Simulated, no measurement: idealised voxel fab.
This is a process module. Its name is voxel wiring stack.
Square cell edge 5 nm, section width 190 nm, ID cut.
Notation: cross-section as square-cell grid; stated in bands, top first, going down; one or more cell rows per band.
The band entry comprises the height of the band's top followed by the height of its bottom, expressed in nm, and subsequently the band's materials from left to right, each stated together with its width in nm. Where a single material is marked with the word "throughout", that material fills the band from edge to edge. The word "blank" represents empty space.
Where do heights start? At 0: under that level the wafer as delivered is made of one material only. And the lowest band has no floor; it just carries on downward, as in "0..down".
The two numbers in a width such as "30 to 40" mark its ends across the band: the first belongs to the top row of cells, the second to the bottom row, and from each row to the next the width moves by the same amount.
Any step labelled "nothing got changed" changed none of the cells in the cross-section.
You'll see "Entrapped voids" listing empty spaces that have no way open to the top, as long as they're 8 cells or more; the notation is width x height at distance, where the distance is from the left edge, and all of it is in nm.
Past the settings on a step's line: simulator remark, on that step.
Among the settings permitted on a step's line is "overlay nm"; applied to a step with a mask, it specifies the extent to which the mask lay to the right of its planned position, whereas a negative figure signifies a position to the left.
List of planned process steps:
step 1: RECEIVE, material Si
step 2: CONFORMAL_DEP, material SiO2, thk nm 10
step 3: DIRECTIONAL_DEP, material TiN, thk nm 5
step 4: DIRECTIONAL_DEP, material Ru, thk nm 25
step 5: PATTERN, tone cover, mask id METAL_1, material resist, width nm 25, pitch nm 40, thk nm 15, overlay nm 0
step 6: DIRECTIONAL_ETCH, etch materials Ru, depth nm 25
step 7: DIRECTIONAL_ETCH, etch materials TiN, depth nm 5
step 8: STRIP, etch materials resist
step 9: CONFORMAL_DEP, material SiCN, thk nm 5
step 10: FILL_DEP, material SiO2, thk nm 10
step 11: CMP, height nm 40
step 12: CONFORMAL_DEP, material SiCN, thk nm 5
step 13: DIRECTIONAL_DEP, material SiO2, thk nm 5
step 14: MASKED_ETCH, tone open, mask id PLUG_1, width nm 15, pitch nm 40, etch materials SiO2, depth nm 10, overlay nm 0
step 15: MASKED_ETCH, tone open, mask id PLUG_1, width nm 15, pitch nm 40, etch materials SiCN, depth nm 5, overlay nm 0
step 16: CONFORMAL_DEP, material TiN, thk nm 5
step 17: FILL_DEP, material W, thk nm 10
step 18: CMP, height nm 55
step 19: CONFORMAL_DEP, material SiN, thk nm 5
step 20: DIRECTIONAL_DEP, material SiO2, thk nm 20
step 21: DIRECTIONAL_DEP, material aC, thk nm 15
step 22: PATTERN, tone open, mask id METAL_2, material resist, width nm 25, pitch nm 40, thk nm 30, overlay nm 0
step 23: DIRECTIONAL_ETCH, etch materials aC, depth nm 15
step 24: STRIP, etch materials resist
step 25: DIRECTIONAL_ETCH, etch materials SiO2, depth nm 20
step 26: DIRECTIONAL_ETCH, etch materials SiN, depth nm 5
step 27: STRIP, etch materials aC
step 28: CONFORMAL_DEP, material TiN, thk nm 5
step 29: FILL_DEP, material Cu, thk nm 10
step 30: CMP, height nm 80
step 31: EPI, material Ru, thk nm 5
step 32: FILL_DEP, material SiCN, thk nm 5
The plan's step 13 thk nm is the first wafer's value; the wafers differ in this setting and start identical.
Cross-sectional view of the first of several wafers in the as-received condition, corresponding to the state following step 1:
0..down | Si throughout
Entrapped voids: none
first wafer at the end, after step 32:
90..85 | SiCN throughout
85..80 | SiCN: 35, Ru: 35, SiCN: 5, Ru: 35, SiCN: 5, Ru: 35, SiCN: 40
80..60 | SiO2: 40, TiN: 5, Cu: 15, TiN: 5, SiO2: 15, TiN: 5, Cu: 15, TiN: 5, SiO2: 15, TiN: 5, Cu: 15, TiN: 5, SiO2: 45
60..55 | SiN: 40, TiN: 25, SiN: 15, TiN: 25, SiN: 15, TiN: 25, SiN: 45
55..50 | TiN: 45, W: 5, TiN: 35, W: 5, TiN: 35, W: 5, TiN: 60
50..45 | SiO2: 40, TiN: 5, W: 5, TiN: 5, SiO2: 25, TiN: 5, W: 5, TiN: 5, SiO2: 25, TiN: 5, W: 5, TiN: 5, SiO2: 55
45..40 | SiCN: 40, TiN: 15, SiCN: 25, TiN: 15, SiCN: 25, TiN: 15, SiCN: 55
40..15 | SiO2: 35, SiCN: 5, Ru: 25, SiCN: 5, SiO2: 5, SiCN: 5, Ru: 25, SiCN: 5, SiO2: 5, SiCN: 5, Ru: 25, SiCN: 5, SiO2: 40
15..10 | SiCN: 40, TiN: 25, SiCN: 15, TiN: 25, SiCN: 15, TiN: 25, SiCN: 45
10..0 | SiO2 throughout
0..down | Si throughout
Entrapped voids: none
Final wafer of several, shown in cross-section at the end of the module:
90..85 | SiCN throughout
85..80 | SiCN: 35, Ru: 35, SiCN: 5, Ru: 35, SiCN: 5, Ru: 35, SiCN: 40
80..60 | SiO2: 40, TiN: 5, Cu: 15, TiN: 5, SiO2: 15, TiN: 5, Cu: 15, TiN: 5, SiO2: 15, TiN: 5, Cu: 15, TiN: 5, SiO2: 45
60..55 | SiN: 40, TiN: 25, SiN: 15, TiN: 25, SiN: 15, TiN: 25, SiN: 45
55..45 | SiO2 throughout
45..40 | SiCN throughout
40..15 | SiO2: 35, SiCN: 5, Ru: 25, SiCN: 5, SiO2: 5, SiCN: 5, Ru: 25, SiCN: 5, SiO2: 5, SiCN: 5, Ru: 25, SiCN: 5, SiO2: 40
15..10 | SiCN: 40, TiN: 25, SiCN: 15, TiN: 25, SiCN: 15, TiN: 25, SiCN: 45
10..0 | SiO2 throughout
0..down | Si throughout
Entrapped voids: none
Where each wafer stands at the end of the module, a row apiece: cells of each material gained (+) or lost (-) since it was received, then closed voids:
thk nm 5 | +36 Cu | +96 Ru | +137 SiCN | +23 SiN | +282 SiO2 | +104 TiN | +6 W | Entrapped voids: none
thk nm 10 | +36 Cu | +96 Ru | +137 SiCN | +23 SiN | +311 SiO2 | +75 TiN | +6 W | Entrapped voids: none
thk nm 15 | +36 Cu | +96 Ru | +146 SiCN | +23 SiN | +320 SiO2 | +63 TiN | Entrapped voids: none
thk nm 20 | +36 Cu | +96 Ru | +146 SiCN | +23 SiN | +329 SiO2 | +54 TiN | Entrapped voids: none
thk nm 25 | +36 Cu | +96 Ru | +146 SiCN | +23 SiN | +329 SiO2 | +54 TiN | Entrapped voids: none
